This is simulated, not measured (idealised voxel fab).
process module | voxel wiring stack
cross-section cut | 275 nm wide | cells 5 nm
A cross-section is a grid of square cells, given in bands from the top down. A band is one or more rows of cells.
Each band's line starts with the height of the band's top and of its bottom, in nm. Then come its materials from left to right, each with its width in nm. One material with "throughout" fills the band from edge to edge. "air" is empty space.
Height 0 is the level under which the wafer as received is all one material. The lowest band goes on downwards, as in "0 down".
A width such as "30 to 40" changes by the same amount from each row of cells to the next, from the band's top row to its bottom row.
"no change" after a step means that no cell of the cross-section changed.
closed voids: empty space of 8 cells or more with no open way to the top, each as width x height at its distance from the left edge, in nm
after a step's settings: what the simulator itself notes on the step
overlay nm, on a step with a mask: how far to the right of its planned place the mask lay; to the left if negative
plan
1 op RECEIVE | material Si
2 op CONFORMAL_DEP | material SiO2 | thk nm 10
3 op DIRECTIONAL_DEP | material TiN | thk nm 5
4 op DIRECTIONAL_DEP | material W | thk nm 15
5 op DIRECTIONAL_DEP | material aC | thk nm 15
6 op PATTERN | tone cover | mask id METAL_1 | material resist | width nm 30 | pitch nm 55 | thk nm 30 | overlay nm 0
7 op DIRECTIONAL_ETCH | etch materials aC | depth nm 15
8 op STRIP | etch materials resist
9 op DIRECTIONAL_ETCH | etch materials W | depth nm 15
10 op DIRECTIONAL_ETCH | etch materials TiN | depth nm 5
11 op STRIP | etch materials aC
12 op CONFORMAL_DEP | material SiCN | thk nm 5
13 op FILL_DEP | material SiO2 | thk nm 10
14 op CMP | height nm 30
15 op CONFORMAL_DEP | material SiCN | thk nm 5
16 op DIRECTIONAL_DEP | material SiO2 | thk nm 20
17 op PATTERN | tone open | mask id PLUG_1 | material resist | width nm 15 | pitch nm 55 | thk nm 20 | overlay nm 0
18 op DIRECTIONAL_ETCH | etch materials SiO2 | depth nm 20
19 op DIRECTIONAL_ETCH | etch materials SiCN | depth nm 5
20 op STRIP | etch materials resist
21 op EPI | material Ru | thk nm 10
22 op EPI | material Ru | thk nm 10
23 op EPI | material Ru | thk nm 5
24 op DIRECTIONAL_DEP | material TiN | thk nm 5
25 op DIRECTIONAL_DEP | material Ru | thk nm 25
26 op DIRECTIONAL_DEP | material aC | thk nm 15
27 op PATTERN | tone cover | mask id METAL_2 | material resist | width nm 30 | pitch nm 55 | thk nm 35 | overlay nm 0
28 op DIRECTIONAL_ETCH | etch materials aC | depth nm 15
29 op STRIP | etch materials resist
30 op DIRECTIONAL_ETCH | etch materials Ru | depth nm 25
31 op DIRECTIONAL_ETCH | etch materials TiN | depth nm 5
32 op STRIP | etch materials aC
33 op FILL_DEP | material lowk | thk nm 5
34 op CMP | height nm 85
35 op CONFORMAL_DEP | material SiCN | thk nm 5
36 op DIRECTIONAL_DEP | material lowk | thk nm 20
37 op PATTERN | tone open | mask id PLUG_2 | material resist | width nm 15 | pitch nm 110 | thk nm 20 | overlay nm 0
38 op DIRECTIONAL_ETCH | etch materials lowk | depth nm 20
39 op DIRECTIONAL_ETCH | etch materials SiCN | depth nm 5
40 op STRIP | etch materials resist
41 op CONFORMAL_DEP | material TiN | thk nm 5
42 op FILL_DEP | material Ru | thk nm 10
43 op CMP | height nm 110
44 op DIRECTIONAL_DEP | material TiN | thk nm 5
45 op DIRECTIONAL_DEP | material Ru | thk nm 15
46 op PATTERN | tone cover | mask id METAL_3 | material resist | width nm 30 | pitch nm 55 | thk nm 20 | overlay nm 0
47 op DIRECTIONAL_ETCH | etch materials Ru | depth nm 15
48 op DIRECTIONAL_ETCH | etch materials TiN | depth nm 5
49 op STRIP | etch materials resist
50 op CONFORMAL_DEP | material SiN | thk nm 5
51 op FILL_DEP | material lowk | thk nm 10
52 op CMP | height nm 130
53 op CONFORMAL_DEP | material SiCN | thk nm 5
54 op DIRECTIONAL_DEP | material SiO2 | thk nm 30
55 op MASKED_ETCH | tone open | mask id METAL_4 | width nm 30 | pitch nm 55 | etch materials SiO2 | depth nm 20 | overlay nm 0
56 op MASKED_ETCH | tone open | mask id METAL_4_HOLES | width nm 15 | pitch nm 55 | etch materials SiO2 | depth nm 10 | overlay nm 0
57 op MASKED_ETCH | tone open | mask id METAL_4_HOLES | width nm 15 | pitch nm 55 | etch materials SiCN | depth nm 5 | overlay nm 0
58 op CONFORMAL_DEP | material TiN | thk nm 5
59 op FILL_DEP | material Cu | thk nm 5
60 op CMP | height nm 165
61 op CONFORMAL_DEP | material SiCN | thk nm 5
varied across the wafers: width nm of step 17. The plan shows the first wafer's value. All wafers start alike
first wafer as received, after step 1
  0 down: Si throughout
  closed voids: none
each wafer at the end: cells of each material gained (+) or lost (-) since it was received, then its closed voids
width nm 15 | +45 Cu | +197 Ru | +251 SiCN | +55 SiN | +627 SiO2 | +130 TiN | +54 W | +511 lowk | closed voids: none
width nm 20 | +45 Cu | +212 Ru | +248 SiCN | +55 SiN | +615 SiO2 | +130 TiN | +54 W | +511 lowk | closed voids: none
width nm 25 | +45 Cu | +227 Ru | +245 SiCN | +55 SiN | +603 SiO2 | +130 TiN | +54 W | +511 lowk | closed voids: none
width nm 30 | +45 Cu | +242 Ru | +242 SiCN | +55 SiN | +591 SiO2 | +130 TiN | +54 W | +511 lowk | closed voids: none
